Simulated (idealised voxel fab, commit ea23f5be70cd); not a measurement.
Process module name: voxel capacitor over wiring
Square cell edge 5 nm, section width 255 nm, ID cut.
Square cells in a grid make up a cross-section in this document, and the grid is given as bands, listed from the top down, each one or more rows of cells. Heights first: top, then bottom, in nm. Then materials, left to right, each with a width in nm. "throughout" on a single material: fills the band edge to edge. "blank": empty space. Measure heights from 0. That's the level where, below it, the as-received wafer is all one material. The lowest band is bottomless and extends downward; write it as in "0 down". Graded width ("30 to 40"): value in top row of band = first number; value in bottom row = second number; row-to-row change constant. Reading "left unchanged" for a step: not a cell of the cross-section changed in it. "Encapsulated voids" - sealed voids, min. 8 cells, no opening to top; format: width x height at distance (distance from left edge; nm throughout). Where a step's line continues beyond its settings, the continuation is a remark by the simulator itself on that step. The setting "overlay nm" may be written on the line of a step. When the step uses a mask, the value reports how far to the right of the planned place the mask lay, and a negative value reports that it lay to the left.

So here's the lineup of process steps we planned
| 1 | RECEIVE: material Si |
| 2 | CONFORMAL_DEP: material SiO2, thk nm 15 |
| 3 | DIRECTIONAL_DEP: material TiN, thk nm 5 |
| 4 | DIRECTIONAL_DEP: material W, thk nm 20 |
| 5 | MASKED_ETCH: tone cover, mask id METAL_1, width nm 20, pitch nm 85, etch materials W, depth nm 20, overlay nm 0 |
| 6 | MASKED_ETCH: tone cover, mask id METAL_1, width nm 20, pitch nm 85, etch materials TiN, depth nm 5, overlay nm 0 |
| 7 | FILL_DEP: material lowk, thk nm 5 |
| 8 | CMP: height nm 40 |
| 9 | CONFORMAL_DEP: material SiCN, thk nm 5 |
| 10 | DIRECTIONAL_DEP: material lowk, thk nm 10 |
| 11 | DIRECTIONAL_DEP: material aC, thk nm 10 |
| 12 | PATTERN: tone open, mask id PLUG_1, material resist, width nm 15, thk nm 30, overlay nm 0 |
| 13 | DIRECTIONAL_ETCH: etch materials aC, depth nm 10 |
| 14 | STRIP: etch materials resist |
| 15 | DIRECTIONAL_ETCH: etch materials lowk, depth nm 10 |
| 16 | DIRECTIONAL_ETCH: etch materials SiCN, depth nm 5 |
| 17 | STRIP: etch materials aC |
| 18 | EPI: material Ru, thk nm 10 |
| 19 | EPI: material Ru, thk nm 5 |
| 20 | DIRECTIONAL_DEP: material TiN, thk nm 10 |
| 21 | DIRECTIONAL_DEP: material Al2O3, thk nm 5 |
| 22 | DIRECTIONAL_DEP: material TiN, thk nm 5 |
| 23 | DIRECTIONAL_DEP: material aC, thk nm 10 |
| 24 | PATTERN: tone cover, mask id UPPER_PLATE, material resist, width nm 70, thk nm 25, overlay nm 0 |
| 25 | DIRECTIONAL_ETCH: etch materials aC, depth nm 10 |
| 26 | STRIP: etch materials resist |
| 27 | DIRECTIONAL_ETCH: etch materials TiN, depth nm 5 |
| 28 | DIRECTIONAL_ETCH: etch materials Al2O3, depth nm 5 |
| 29 | STRIP: etch materials aC |
| 30 | DIRECTIONAL_DEP: material aC, thk nm 15 |
| 31 | PATTERN: tone cover, mask id LOWER_PLATE, material resist, width nm 80, thk nm 35, overlay nm 0 |
| 32 | DIRECTIONAL_ETCH: etch materials aC, depth nm 15 |
| 33 | STRIP: etch materials resist |
| 34 | DIRECTIONAL_ETCH: etch materials TiN, depth nm 10 |
| 35 | STRIP: etch materials aC |
| 36 | FILL_DEP: material SiO2, thk nm 15 |
| 37 | CMP: height nm 85 |
| 38 | MASKED_ETCH: tone open, mask id PLUG_2, width nm 15, etch materials SiO2, depth nm 10, overlay nm 0 |
| 39 | CONFORMAL_DEP: material TiN, thk nm 5 |
| 40 | FILL_DEP: material W, thk nm 5 |
| 41 | CMP: height nm 85 |
| 42 | CONFORMAL_DEP: material SiN, thk nm 5 |

Wafer as received: cross-section following step 1
- 0 down  Si throughout
- Encapsulated voids: none

As-planned run: cross-section of the first of two wafers at end of module
- 90 to 85  SiN throughout
- 85 to 80  SiO2 90 | TiN 5 | W 5 | TiN 5 | SiO2 150
- 80 to 70  SiO2 90 to 80 | TiN 15 to 70 | SiO2 150 to 105
- 70 to 65  SiO2 80 | Al2O3 70 | SiO2 105
- 65 to 55  SiO2 75 | TiN 80 | SiO2 100
- 55 to 45  lowk 80 | Ru 15 | lowk 160
- 45 to 40  SiCN 80 | Ru 15 | SiCN 160
- 40 to 20  lowk 75 | W 20 | lowk 65 | W 20 | lowk 75
- 20 to 15  lowk 75 | TiN 20 | lowk 65 | TiN 20 | lowk 75
- 15 to 0  SiO2 throughout
- 0 down  Si throughout
- Encapsulated voids: none

Now the second wafer, cross-sectioned at the end of the module. Nothing different at the start, nothing different in the plan compared with the first, just one mistake when it was actually run
- 90 to 85  SiN throughout
- 85 to 80  SiO2 90 | TiN 5 | W 5 | TiN 5 | SiO2 150
- 80 to 70  SiO2 90 to 80 | TiN 15 to 70 | SiO2 150 to 105
- 70 to 65  SiO2 80 | Al2O3 70 | SiO2 105
- 65 to 60  SiO2 75 | TiN 80 | SiO2 100
- 60 to 55  TiN throughout
- 55 to 45  lowk 80 | Ru 15 | lowk 160
- 45 to 40  SiCN 80 | Ru 15 | SiCN 160
- 40 to 20  lowk 75 | W 20 | lowk 65 | W 20 | lowk 75
- 20 to 15  lowk 75 | TiN 20 | lowk 65 | TiN 20 | lowk 75
- 15 to 0  SiO2 throughout
- 0 down  Si throughout
- Encapsulated voids: none
Processing error: so step 34 ended up running with a different setting than we planned, it ran as DIRECTIONAL_ETCH: etch materials TiN, depth nm 5
FYI, end of process, the second wafer has more or fewer cells of some materials than the first: SiO2 -35; TiN +35
